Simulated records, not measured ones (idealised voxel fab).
Process module, titled voxel self aligned contacts
cross-section cut | 200 nm wide | cells 5 nm
Throughout this document, each cross-section is represented as a grid of square cells and is presented as a sequence of bands enumerated from the top downward, where a band comprises one or more rows of cells. Top, bottom (nm), then materials left to right with widths (nm); lone material tagged "everywhere" fills the whole band edge to edge; "empty" = empty space. Zero point of the height axis is 0; under it, received wafer = one material. Lowest band: continues down indefinitely, "0..down". Note: "30 to 40" means the width goes from the first number (top row of the band) to the second number (bottom row) in equal steps per row of cells. "stayed the same" (step): cross-section cells unchanged, all of them. "Closed voids list" contains a list of empty spaces, each no smaller than 8 cells and without an open way to the top, written in the form width x height at distance with the distance from the left edge and all three in nm. after a step's settings: what the simulator itself notes on the step. "overlay nm" denotes, for a step that has a mask, the displacement of the mask to the right of its planned place, with negative values corresponding to the left.

List of planned process steps
1 op RECEIVE | material Si
2 op CONFORMAL_DEP | material SiO2 | thk nm 5
3 op DIRECTIONAL_DEP | material polySi | thk nm 30
4 op DIRECTIONAL_DEP | material SiN | thk nm 20
5 op DIRECTIONAL_DEP | material aC | thk nm 15
6 op PATTERN | tone cover | mask id GATE | material resist | width nm 35 | pitch nm 60 | thk nm 35 | overlay nm 0
7 op DIRECTIONAL_ETCH | etch materials aC | depth nm 15
8 op STRIP | etch materials resist
9 op DIRECTIONAL_ETCH | etch materials SiN | depth nm 20
10 op DIRECTIONAL_ETCH | etch materials polySi | depth nm 30
11 op STRIP | etch materials aC
12 op CONFORMAL_DEP | material SiN | thk nm 5
13 op DIRECTIONAL_ETCH | etch materials SiN | depth nm 5
14 op FILL_DEP | material SiO2 | thk nm 15
15 op CMP | height nm 60
16 op MASKED_ETCH | tone open | mask id CONTACT | width nm 45 | pitch nm 60 | etch materials SiO2 | depth nm 60 | overlay nm 0
17 op CONFORMAL_DEP | material TiN | thk nm 5
18 op FILL_DEP | material Ru | thk nm 10
19 op CMP | height nm 60
20 op CONFORMAL_DEP | material SiCN | thk nm 5

The first of a set of two wafers, run to plan

Received-state cross-section, reflecting completion of step 1
	0..down = Si everywhere
	Closed voids list: none

You're looking at a cross-section of the wafer after step 2
	5..0 = SiO2 everywhere
	No changes below 0.

You're looking at a cross-section of the wafer after step 3
	35..5 = polySi everywhere
	No changes below 5.

You're looking at a cross-section of the wafer after step 4
	55..35 = SiN everywhere
	No changes below 35.

You're looking at a cross-section of the wafer after step 5
	70..55 = aC everywhere
	No changes below 55.

You're looking at a cross-section of the wafer after step 6
	105..70 = 20 empty, 35 resist, 25 empty, 35 resist, 25 empty, 35 resist, 25 empty
	No changes below 70.

You're looking at a cross-section of the wafer after step 7
	90..70 = 20 empty, 35 resist, 25 empty, 35 resist, 25 empty, 35 resist, 25 empty
	70..55 = 20 empty, 35 aC, 25 empty, 35 aC, 25 empty, 35 aC, 25 empty
	No changes below 55.

You're looking at a cross-section of the wafer after step 8
	70..55 = 20 empty, 35 aC, 25 empty, 35 aC, 25 empty, 35 aC, 25 empty
	No changes below 55.

You're looking at a cross-section of the wafer after step 9
	70..55 = 20 empty, 35 aC, 25 empty, 35 aC, 25 empty, 35 aC, 25 empty
	55..35 = 20 empty, 35 SiN, 25 empty, 35 SiN, 25 empty, 35 SiN, 25 empty
	No changes below 35.

You're looking at a cross-section of the wafer after step 10
	70..55 = 20 empty, 35 aC, 25 empty, 35 aC, 25 empty, 35 aC, 25 empty
	55..35 = 20 empty, 35 SiN, 25 empty, 35 SiN, 25 empty, 35 SiN, 25 empty
	35..5 = 20 empty, 35 polySi, 25 empty, 35 polySi, 25 empty, 35 polySi, 25 empty
	No changes below 5.

You're looking at a cross-section of the wafer after step 11
	55..35 = 20 empty, 35 SiN, 25 empty, 35 SiN, 25 empty, 35 SiN, 25 empty
	No changes below 35.

You're looking at a cross-section of the wafer after step 12
	60..35 = 15 empty, 45 SiN, 15 empty, 45 SiN, 15 empty, 45 SiN, 20 empty
	35..10 = 15 empty, 5 SiN, 35 polySi, 5 SiN, 15 empty, 5 SiN, 35 polySi, 5 SiN, 15 empty, 5 SiN, 35 polySi, 5 SiN, 20 empty
	10..5 = 20 SiN, 35 polySi, 25 SiN, 35 polySi, 25 SiN, 35 polySi, 25 SiN
	No changes below 5.

You're looking at a cross-section of the wafer after step 13
	55..35 = 15 empty, 45 SiN, 15 empty, 45 SiN, 15 empty, 45 SiN, 20 empty
	35..5 = 15 empty, 5 SiN, 35 polySi, 5 SiN, 15 empty, 5 SiN, 35 polySi, 5 SiN, 15 empty, 5 SiN, 35 polySi, 5 SiN, 20 empty
	No changes below 5.

You're looking at a cross-section of the wafer after step 14
	70..55 = SiO2 everywhere
	55..35 = 15 SiO2, 45 SiN, 15 SiO2, 45 SiN, 15 SiO2, 45 SiN, 20 SiO2
	35..5 = 15 SiO2, 5 SiN, 35 polySi, 5 SiN, 15 SiO2, 5 SiN, 35 polySi, 5 SiN, 15 SiO2, 5 SiN, 35 polySi, 5 SiN, 20 SiO2
	No changes below 5.

You're looking at a cross-section of the wafer after step 15
	60..55 = SiO2 everywhere
	No changes below 55.

You're looking at a cross-section of the wafer after step 16
	60..55 = 45 SiO2, 45 empty, 15 SiO2, 45 empty, 50 SiO2
	55..35 = 15 SiO2, 45 SiN, 15 empty, 45 SiN, 15 empty, 45 SiN, 20 SiO2
	35..5 = 15 SiO2, 5 SiN, 35 polySi, 5 SiN, 15 empty, 5 SiN, 35 polySi, 5 SiN, 15 empty, 5 SiN, 35 polySi, 5 SiN, 20 SiO2
	5..0 = 60 SiO2, 15 empty, 45 SiO2, 15 empty, 65 SiO2
	No changes below 0.

You're looking at a cross-section of the wafer after step 17
	65..60 = 50 TiN, 35 empty, 25 TiN, 35 empty, 55 TiN
	60..55 = 45 SiO2, 20 TiN, 5 empty, 20 TiN, 15 SiO2, 20 TiN, 5 empty, 20 TiN, 50 SiO2
	55..35 = 15 SiO2, 45 SiN, 5 TiN, 5 empty, 5 TiN, 45 SiN, 5 TiN, 5 empty, 5 TiN, 45 SiN, 20 SiO2
	35..5 = 15 SiO2, 5 SiN, 35 polySi, 5 SiN, 5 TiN, 5 empty, 5 TiN, 5 SiN, 35 polySi, 5 SiN, 5 TiN, 5 empty, 5 TiN, 5 SiN, 35 polySi, 5 SiN, 20 SiO2
	5..0 = 60 SiO2, 15 TiN, 45 SiO2, 15 TiN, 65 SiO2
	No changes below 0.

You're looking at a cross-section of the wafer after step 18
	75..65 = Ru everywhere
	65..60 = 50 TiN, 35 Ru, 25 TiN, 35 Ru, 55 TiN
	60..55 = 45 SiO2, 20 TiN, 5 Ru, 20 TiN, 15 SiO2, 20 TiN, 5 Ru, 20 TiN, 50 SiO2
	55..35 = 15 SiO2, 45 SiN, 5 TiN, 5 Ru, 5 TiN, 45 SiN, 5 TiN, 5 Ru, 5 TiN, 45 SiN, 20 SiO2
	35..5 = 15 SiO2, 5 SiN, 35 polySi, 5 SiN, 5 TiN, 5 Ru, 5 TiN, 5 SiN, 35 polySi, 5 SiN, 5 TiN, 5 Ru, 5 TiN, 5 SiN, 35 polySi, 5 SiN, 20 SiO2
	No changes below 5.

You're looking at a cross-section of the wafer after step 19
	60..55 = 45 SiO2, 20 TiN, 5 Ru, 20 TiN, 15 SiO2, 20 TiN, 5 Ru, 20 TiN, 50 SiO2
	No changes below 55.

You're looking at a cross-section of the wafer after step 20
	65..60 = SiCN everywhere
	No changes below 60.

It is to be noted that the second wafer proceeded from the same initial state and according to the same plan as the first, although one mistake was committed in its execution; through step 5, inclusive, the two wafers share an identical history

Second wafer cross-section, taken as of the time the plan sets for step 6 to be done
	105..70 = 25 empty, 35 resist, 25 empty, 35 resist, 25 empty, 35 resist, 20 empty
	No changes below 70.

Second wafer cross-section, taken as of the time the plan sets for step 7 to be done
	90..70 = 25 empty, 35 resist, 25 empty, 35 resist, 25 empty, 35 resist, 20 empty
	70..55 = 25 empty, 35 aC, 25 empty, 35 aC, 25 empty, 35 aC, 20 empty
	No changes below 55.

Second wafer cross-section, taken as of the time the plan sets for step 8 to be done
	70..55 = 25 empty, 35 aC, 25 empty, 35 aC, 25 empty, 35 aC, 20 empty
	No changes below 55.

Second wafer cross-section, taken as of the time the plan sets for step 9 to be done
	70..55 = 25 empty, 35 aC, 25 empty, 35 aC, 25 empty, 35 aC, 20 empty
	55..35 = 25 empty, 35 SiN, 25 empty, 35 SiN, 25 empty, 35 SiN, 20 empty
	No changes below 35.

Second wafer cross-section, taken as of the time the plan sets for step 10 to be done
	70..55 = 25 empty, 35 aC, 25 empty, 35 aC, 25 empty, 35 aC, 20 empty
	55..35 = 25 empty, 35 SiN, 25 empty, 35 SiN, 25 empty, 35 SiN, 20 empty
	35..5 = 25 empty, 35 polySi, 25 empty, 35 polySi, 25 empty, 35 polySi, 20 empty
	No changes below 5.

Second wafer cross-section, taken as of the time the plan sets for step 11 to be done
	55..35 = 25 empty, 35 SiN, 25 empty, 35 SiN, 25 empty, 35 SiN, 20 empty
	No changes below 35.

Second wafer cross-section, taken as of the time the plan sets for step 12 to be done
	60..35 = 20 empty, 45 SiN, 15 empty, 45 SiN, 15 empty, 45 SiN, 15 empty
	35..10 = 20 empty, 5 SiN, 35 polySi, 5 SiN, 15 empty, 5 SiN, 35 polySi, 5 SiN, 15 empty, 5 SiN, 35 polySi, 5 SiN, 15 empty
	10..5 = 25 SiN, 35 polySi, 25 SiN, 35 polySi, 25 SiN, 35 polySi, 20 SiN
	No changes below 5.

Second wafer cross-section, taken as of the time the plan sets for step 13 to be done
	55..35 = 20 empty, 45 SiN, 15 empty, 45 SiN, 15 empty, 45 SiN, 15 empty
	35..5 = 20 empty, 5 SiN, 35 polySi, 5 SiN, 15 empty, 5 SiN, 35 polySi, 5 SiN, 15 empty, 5 SiN, 35 polySi, 5 SiN, 15 empty
	No changes below 5.

Second wafer cross-section, taken as of the time the plan sets for step 14 to be done
	70..55 = SiO2 everywhere
	55..35 = 20 SiO2, 45 SiN, 15 SiO2, 45 SiN, 15 SiO2, 45 SiN, 15 SiO2
	35..5 = 20 SiO2, 5 SiN, 35 polySi, 5 SiN, 15 SiO2, 5 SiN, 35 polySi, 5 SiN, 15 SiO2, 5 SiN, 35 polySi, 5 SiN, 15 SiO2
	No changes below 5.

Second wafer cross-section, taken as of the time the plan sets for step 15 to be done
	60..55 = SiO2 everywhere
	No changes below 55.

Second wafer cross-section, taken as of the time the plan sets for step 16 to be done
	60..55 = 45 SiO2, 45 empty, 15 SiO2, 45 empty, 50 SiO2
	55..35 = 20 SiO2, 45 SiN, 15 empty, 45 SiN, 15 empty, 45 SiN, 15 SiO2
	35..5 = 20 SiO2, 5 SiN, 35 polySi, 5 SiN, 15 empty, 5 SiN, 35 polySi, 5 SiN, 15 empty, 5 SiN, 35 polySi, 5 SiN, 15 SiO2
	5..0 = 65 SiO2, 15 empty, 45 SiO2, 15 empty, 60 SiO2
	No changes below 0.

Second wafer cross-section, taken as of the time the plan sets for step 17 to be done
	65..60 = 50 TiN, 35 empty, 25 TiN, 35 empty, 55 TiN
	60..55 = 45 SiO2, 25 TiN, 5 empty, 15 TiN, 15 SiO2, 25 TiN, 5 empty, 15 TiN, 50 SiO2
	55..35 = 20 SiO2, 45 SiN, 5 TiN, 5 empty, 5 TiN, 45 SiN, 5 TiN, 5 empty, 5 TiN, 45 SiN, 15 SiO2
	35..5 = 20 SiO2, 5 SiN, 35 polySi, 5 SiN, 5 TiN, 5 empty, 5 TiN, 5 SiN, 35 polySi, 5 SiN, 5 TiN, 5 empty, 5 TiN, 5 SiN, 35 polySi, 5 SiN, 15 SiO2
	5..0 = 65 SiO2, 15 TiN, 45 SiO2, 15 TiN, 60 SiO2
	No changes below 0.

Second wafer cross-section, taken as of the time the plan sets for step 18 to be done
	75..65 = Ru everywhere
	65..60 = 50 TiN, 35 Ru, 25 TiN, 35 Ru, 55 TiN
	60..55 = 45 SiO2, 25 TiN, 5 Ru, 15 TiN, 15 SiO2, 25 TiN, 5 Ru, 15 TiN, 50 SiO2
	55..35 = 20 SiO2, 45 SiN, 5 TiN, 5 Ru, 5 TiN, 45 SiN, 5 TiN, 5 Ru, 5 TiN, 45 SiN, 15 SiO2
	35..5 = 20 SiO2, 5 SiN, 35 polySi, 5 SiN, 5 TiN, 5 Ru, 5 TiN, 5 SiN, 35 polySi, 5 SiN, 5 TiN, 5 Ru, 5 TiN, 5 SiN, 35 polySi, 5 SiN, 15 SiO2
	No changes below 5.

Second wafer cross-section, taken as of the time the plan sets for step 19 to be done
	60..55 = 45 SiO2, 25 TiN, 5 Ru, 15 TiN, 15 SiO2, 25 TiN, 5 Ru, 15 TiN, 50 SiO2
	No changes below 55.

Second wafer cross-section, taken as of the time the plan sets for step 20 to be done
	65..60 = SiCN everywhere
	No changes below 60.
The plan and the run diverged here: step 6, actual vs plan mismatch, actual run op PATTERN | tone cover | mask id GATE | material resist | width nm 35 | pitch nm 60 | thk nm 35 | overlay nm 5
If you tally the cells, the second wafer ends up with the same amount of every material as the first; it's all just sitting in different places.
